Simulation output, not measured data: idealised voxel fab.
The process module presented herein is designated voxel trench capacitor.
Displayed cross-section: cut, width of 260 nm, square cells sized 5 nm.
How to read a cross-section here: the picture is a grid of square cells, written as bands going from the top down, and any band can span one or more rows of cells.
Band: top and bottom heights (nm) first, top before bottom; then materials from left to right, widths in nm. "edge to edge" marks a sole material filling the band edge to edge. "blank" denotes empty space.
The level at which height equals 0 is the one under which the wafer, as it arrives, is entirely one material. No lower edge exists for the bottom band, which continues downward and is notated as in "0 down".
So if you see something like "30..40" for the width, read it as the top row of the band sitting at the first number and the bottom row at the second, with every row in between moving by the same amount as the last.
"left unchanged" -> step changed no cross-section cell.
Empty spaces without an open route to the top, at least 8 cells in extent, make up the entry "Enclosed internal voids"; each is given as width x height at distance, where the distance is measured from the left edge, and all are in nm.
Text after the settings on a step's line: the simulator's own remark on that step.
Steps that use a mask can have "overlay nm" on their line. It says how far the mask sat to the right of where it was meant to be. Negative means to the left.
plan:
1. RECEIVE (material Si)
2. CONFORMAL_DEP (material SiN; thk nm 5)
3. MASKED_ETCH (tone open; mask id TRENCH; width nm 15; pitch nm 40; etch materials SiN; depth nm 5; overlay nm 0)
4. MASKED_ETCH (tone open; mask id TRENCH; width nm 15; pitch nm 40; etch materials Si; depth nm 40; overlay nm 0)
5. CONFORMAL_DEP (material Al2O3; thk nm 5)
6. FILL_DEP (material polySi; thk nm 5)
7. CMP (height nm 5)
Incoming wafer, cross-sectional view, post step 1:
    0 down  Si edge to edge
    Enclosed internal voids: none
The following cross-section depicts the wafer upon conclusion of the module. Processing commenced from the starting condition illustrated above and adhered to the plan illustrated above, save for one mistake in execution:
    5 to 0  100 SiN  5 Al2O3  5 SiN  5 Al2O3  25 SiN  5 Al2O3  5 SiN  5 Al2O3  105 SiN
    0 to -35  100 Si  5 Al2O3  5 SiN  5 Al2O3  25 Si  5 Al2O3  5 SiN  5 Al2O3  105 Si
    -35 to -40  100 Si  15 Al2O3  25 Si  15 Al2O3  105 Si
    -40 down  Si edge to edge
    Enclosed internal voids: none
What was the processing mistake? step 6, actual vs plan mismatch, actual run FILL_DEP (material SiN; thk nm 5)
